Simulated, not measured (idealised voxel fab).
Name of the process module below: voxel self aligned vias
Pictured: cross-section cut, 295 nm wide, on a grid of 5 nm square cells.
Cross-section, as written here: a square-cell grid given band by band from the top down, where a band holds one or more rows of cells.
Band entry format. Leading values: height of top, height of bottom, nm. Remainder: materials in left-to-right order, each with its width in nm. Special words: "full width" on a single material, which then fills the band edge to edge; "blank", empty space.
Below 0: as-received wafer, all one material; heights counted from there. Lowest band: no bottom, goes on down, written "0 -> down".
Width spec "30..40" -> top row of cells at first value, bottom row at second value, equal per-row change in between.
Key: "changes: none" - step with no changed cell in the cross-section.
Heads up: "Sealed-off cavities" only lists the empty pockets with no open path to the top that are 8 cells or more, and it writes them as width x height at distance, distance from the left edge, in nm.
On each step's line, the part that comes after the settings is the simulator's own comment on the step.
overlay nm: step with mask; distance mask lay right of planned place; negative value = left of planned place.

[Process steps foreseen in the plan]
- 1: RECEIVE with material Si
- 2: CONFORMAL_DEP with material SiO2, thk nm 10
- 3: CONFORMAL_DEP with material SiCN, thk nm 5
- 4: DIRECTIONAL_DEP with material SiO2, thk nm 25
- 5: DIRECTIONAL_DEP with material aC, thk nm 15
- 6: PATTERN with tone open, mask id LINES, material resist, width nm 20, pitch nm 55, thk nm 30, overlay nm 0
- 7: DIRECTIONAL_ETCH with etch materials aC, depth nm 15
- 8: STRIP with etch materials resist
- 9: DIRECTIONAL_ETCH with etch materials SiO2, depth nm 25
- 10: STRIP with etch materials aC
- 11: CONFORMAL_DEP with material TiN, thk nm 5
- 12: FILL_DEP with material W, thk nm 10
- 13: CMP with height nm 40
- 14: SELECTIVE_ETCH with etch materials W Ru TiN, depth nm 5
- 15: FILL_DEP with material SiN, thk nm 5
- 16: CMP with height nm 40
- 17: DIRECTIONAL_DEP with material SiO2, thk nm 20
- 18: MASKED_ETCH with tone open, mask id VIAS, width nm 30, pitch nm 55, etch materials SiO2, depth nm 20, overlay nm 0
- 19: MASKED_ETCH with tone open, mask id VIAS, width nm 30, pitch nm 55, etch materials SiN, depth nm 5, overlay nm 0
- 20: CONFORMAL_DEP with material TiN, thk nm 5
- 21: FILL_DEP with material Ru, thk nm 10
- 22: CMP with height nm 60
- 23: CONFORMAL_DEP with material SiN, thk nm 5

[So, the first of our two wafers, run just as we planned it]

[Incoming wafer in cross-section (state: after step 1)]
> 0 -> down  Si full width
> Sealed-off cavities: none

[After step 2, in cross-section]
> 10 -> 0  SiO2 full width
> Below 0, no change.

[After step 3, in cross-section]
> 15 -> 10  SiCN full width
> Below 10, no change.

[After step 4, in cross-section]
> 40 -> 15  SiO2 full width
> Below 15, no change.

[After step 5, in cross-section]
> 55 -> 40  aC full width
> Below 40, no change.

[After step 6, in cross-section]
> 85 -> 55  resist: 80; blank: 20; resist: 35; blank: 20; resist: 35; blank: 20; resist: 85
> Below 55, no change.

[After step 7, in cross-section]
> 70 -> 55  resist: 80; blank: 20; resist: 35; blank: 20; resist: 35; blank: 20; resist: 85
> 55 -> 40  aC: 80; blank: 20; aC: 35; blank: 20; aC: 35; blank: 20; aC: 85
> Below 40, no change.

[After step 8, in cross-section]
> 55 -> 40  aC: 80; blank: 20; aC: 35; blank: 20; aC: 35; blank: 20; aC: 85
> Below 40, no change.

[After step 9, in cross-section]
> 55 -> 40  aC: 80; blank: 20; aC: 35; blank: 20; aC: 35; blank: 20; aC: 85
> 40 -> 15  SiO2: 80; blank: 20; SiO2: 35; blank: 20; SiO2: 35; blank: 20; SiO2: 85
> Below 15, no change.

[After step 10, in cross-section]
> 40 -> 15  SiO2: 80; blank: 20; SiO2: 35; blank: 20; SiO2: 35; blank: 20; SiO2: 85
> Below 15, no change.

[After step 11, in cross-section]
> 45 -> 40  TiN: 85; blank: 10; TiN: 45; blank: 10; TiN: 45; blank: 10; TiN: 90
> 40 -> 20  SiO2: 80; TiN: 5; blank: 10; TiN: 5; SiO2: 35; TiN: 5; blank: 10; TiN: 5; SiO2: 35; TiN: 5; blank: 10; TiN: 5; SiO2: 85
> 20 -> 15  SiO2: 80; TiN: 20; SiO2: 35; TiN: 20; SiO2: 35; TiN: 20; SiO2: 85
> Below 15, no change.

[After step 12, in cross-section]
> 55 -> 45  W full width
> 45 -> 40  TiN: 85; W: 10; TiN: 45; W: 10; TiN: 45; W: 10; TiN: 90
> 40 -> 20  SiO2: 80; TiN: 5; W: 10; TiN: 5; SiO2: 35; TiN: 5; W: 10; TiN: 5; SiO2: 35; TiN: 5; W: 10; TiN: 5; SiO2: 85
> Below 20, no change.

[After step 13, in cross-section]
> 40 -> 20  SiO2: 80; TiN: 5; W: 10; TiN: 5; SiO2: 35; TiN: 5; W: 10; TiN: 5; SiO2: 35; TiN: 5; W: 10; TiN: 5; SiO2: 85
> Below 20, no change.

[After step 14, in cross-section]
> 40 -> 35  SiO2: 80; blank: 20; SiO2: 35; blank: 20; SiO2: 35; blank: 20; SiO2: 85
> Below 35, no change.

[After step 15, in cross-section]
> 45 -> 40  SiN full width
> 40 -> 35  SiO2: 80; SiN: 20; SiO2: 35; SiN: 20; SiO2: 35; SiN: 20; SiO2: 85
> Below 35, no change.

[After step 16, in cross-section]
> 40 -> 35  SiO2: 80; SiN: 20; SiO2: 35; SiN: 20; SiO2: 35; SiN: 20; SiO2: 85
> Below 35, no change.

[After step 17, in cross-section]
> 60 -> 40  SiO2 full width
> Below 40, no change.

[After step 18, in cross-section]
> 60 -> 40  SiO2: 75; blank: 30; SiO2: 25; blank: 30; SiO2: 25; blank: 30; SiO2: 80
> Below 40, no change.

[After step 19, in cross-section]
> 60 -> 40  SiO2: 75; blank: 30; SiO2: 25; blank: 30; SiO2: 25; blank: 30; SiO2: 80
> 40 -> 35  SiO2: 80; blank: 20; SiO2: 35; blank: 20; SiO2: 35; blank: 20; SiO2: 85
> Below 35, no change.

[After step 20, in cross-section]
> 65 -> 60  TiN: 80; blank: 20; TiN: 35; blank: 20; TiN: 35; blank: 20; TiN: 85
> 60 -> 45  SiO2: 75; TiN: 5; blank: 20; TiN: 5; SiO2: 25; TiN: 5; blank: 20; TiN: 5; SiO2: 25; TiN: 5; blank: 20; TiN: 5; SiO2: 80
> 45 -> 40  SiO2: 75; TiN: 10; blank: 10; TiN: 10; SiO2: 25; TiN: 10; blank: 10; TiN: 10; SiO2: 25; TiN: 10; blank: 10; TiN: 10; SiO2: 80
> 40 -> 35  SiO2: 80; TiN: 20; SiO2: 35; TiN: 20; SiO2: 35; TiN: 20; SiO2: 85
> Below 35, no change.

[After step 21, in cross-section]
> 75 -> 65  Ru full width
> 65 -> 60  TiN: 80; Ru: 20; TiN: 35; Ru: 20; TiN: 35; Ru: 20; TiN: 85
> 60 -> 45  SiO2: 75; TiN: 5; Ru: 20; TiN: 5; SiO2: 25; TiN: 5; Ru: 20; TiN: 5; SiO2: 25; TiN: 5; Ru: 20; TiN: 5; SiO2: 80
> 45 -> 40  SiO2: 75; TiN: 10; Ru: 10; TiN: 10; SiO2: 25; TiN: 10; Ru: 10; TiN: 10; SiO2: 25; TiN: 10; Ru: 10; TiN: 10; SiO2: 80
> Below 40, no change.

[After step 22, in cross-section]
> 60 -> 45  SiO2: 75; TiN: 5; Ru: 20; TiN: 5; SiO2: 25; TiN: 5; Ru: 20; TiN: 5; SiO2: 25; TiN: 5; Ru: 20; TiN: 5; SiO2: 80
> Below 45, no change.

[After step 23, in cross-section]
> 65 -> 60  SiN full width
> Below 60, no change.

[Wafer two: like wafer one in start and plan, but with one mistake in execution; identical up to and including step 2]

[Cross-section of the second wafer when, according to plan, step 3 should have finished]
> 35 -> 0  SiO2 full width
> Below 0, no change.

[Cross-section of the second wafer when, according to plan, step 4 should have finished]
> 40 -> 35  SiCN full width
> Below 35, no change.

[Cross-section of the second wafer when, according to plan, step 5 should have finished]
> 55 -> 40  aC full width
> Below 40, no change.

[Cross-section of the second wafer when, according to plan, step 6 should have finished]
> 85 -> 55  resist: 80; blank: 20; resist: 35; blank: 20; resist: 35; blank: 20; resist: 85
> Below 55, no change.

[Cross-section of the second wafer when, according to plan, step 7 should have finished]
> 70 -> 55  resist: 80; blank: 20; resist: 35; blank: 20; resist: 35; blank: 20; resist: 85
> 55 -> 40  aC: 80; blank: 20; aC: 35; blank: 20; aC: 35; blank: 20; aC: 85
> Below 40, no change.

[Cross-section of the second wafer when, according to plan, step 8 should have finished]
> 55 -> 40  aC: 80; blank: 20; aC: 35; blank: 20; aC: 35; blank: 20; aC: 85
> Below 40, no change.

Cross-section of the second wafer when, according to plan, step 9 should have finished: changes: none

[Cross-section of the second wafer when, according to plan, step 10 should have finished]
> 40 -> 35  SiCN full width
> Below 35, no change.

[Cross-section of the second wafer when, according to plan, step 11 should have finished]
> 45 -> 40  TiN full width
> Below 40, no change.

[Cross-section of the second wafer when, according to plan, step 12 should have finished]
> 55 -> 45  W full width
> Below 45, no change.

[Cross-section of the second wafer when, according to plan, step 13 should have finished]
> 40 -> 35  SiCN full width
> Below 35, no change.

Cross-section of the second wafer when, according to plan, step 14 should have finished: changes: none

[Cross-section of the second wafer when, according to plan, step 15 should have finished]
> 45 -> 40  SiN full width
> Below 40, no change.

[Cross-section of the second wafer when, according to plan, step 16 should have finished]
> 40 -> 35  SiCN full width
> Below 35, no change.

[Cross-section of the second wafer when, according to plan, step 17 should have finished]
> 60 -> 40  SiO2 full width
> Below 40, no change.

[Cross-section of the second wafer when, according to plan, step 18 should have finished]
> 60 -> 40  SiO2: 75; blank: 30; SiO2: 25; blank: 30; SiO2: 25; blank: 30; SiO2: 80
> Below 40, no change.

Cross-section of the second wafer when, according to plan, step 19 should have finished: changes: none

[Cross-section of the second wafer when, according to plan, step 20 should have finished]
> 65 -> 60  TiN: 80; blank: 20; TiN: 35; blank: 20; TiN: 35; blank: 20; TiN: 85
> 60 -> 45  SiO2: 75; TiN: 5; blank: 20; TiN: 5; SiO2: 25; TiN: 5; blank: 20; TiN: 5; SiO2: 25; TiN: 5; blank: 20; TiN: 5; SiO2: 80
> 45 -> 40  SiO2: 75; TiN: 30; SiO2: 25; TiN: 30; SiO2: 25; TiN: 30; SiO2: 80
> Below 40, no change.

[Cross-section of the second wafer when, according to plan, step 21 should have finished]
> 75 -> 65  Ru full width
> 65 -> 60  TiN: 80; Ru: 20; TiN: 35; Ru: 20; TiN: 35; Ru: 20; TiN: 85
> 60 -> 45  SiO2: 75; TiN: 5; Ru: 20; TiN: 5; SiO2: 25; TiN: 5; Ru: 20; TiN: 5; SiO2: 25; TiN: 5; Ru: 20; TiN: 5; SiO2: 80
> Below 45, no change.

[Cross-section of the second wafer when, according to plan, step 22 should have finished]
> 60 -> 45  SiO2: 75; TiN: 5; Ru: 20; TiN: 5; SiO2: 25; TiN: 5; Ru: 20; TiN: 5; SiO2: 25; TiN: 5; Ru: 20; TiN: 5; SiO2: 80
> Below 45, no change.

[Cross-section of the second wafer when, according to plan, step 23 should have finished]
> 65 -> 60  SiN full width
> Below 60, no change.
What broke from the plan during processing? swap of plan steps 3 and 4 during execution
Wafer comparison, final, in cells, second relative to first, materials more or fewer: Ru -6; SiO2 +60; TiN -36; W -18
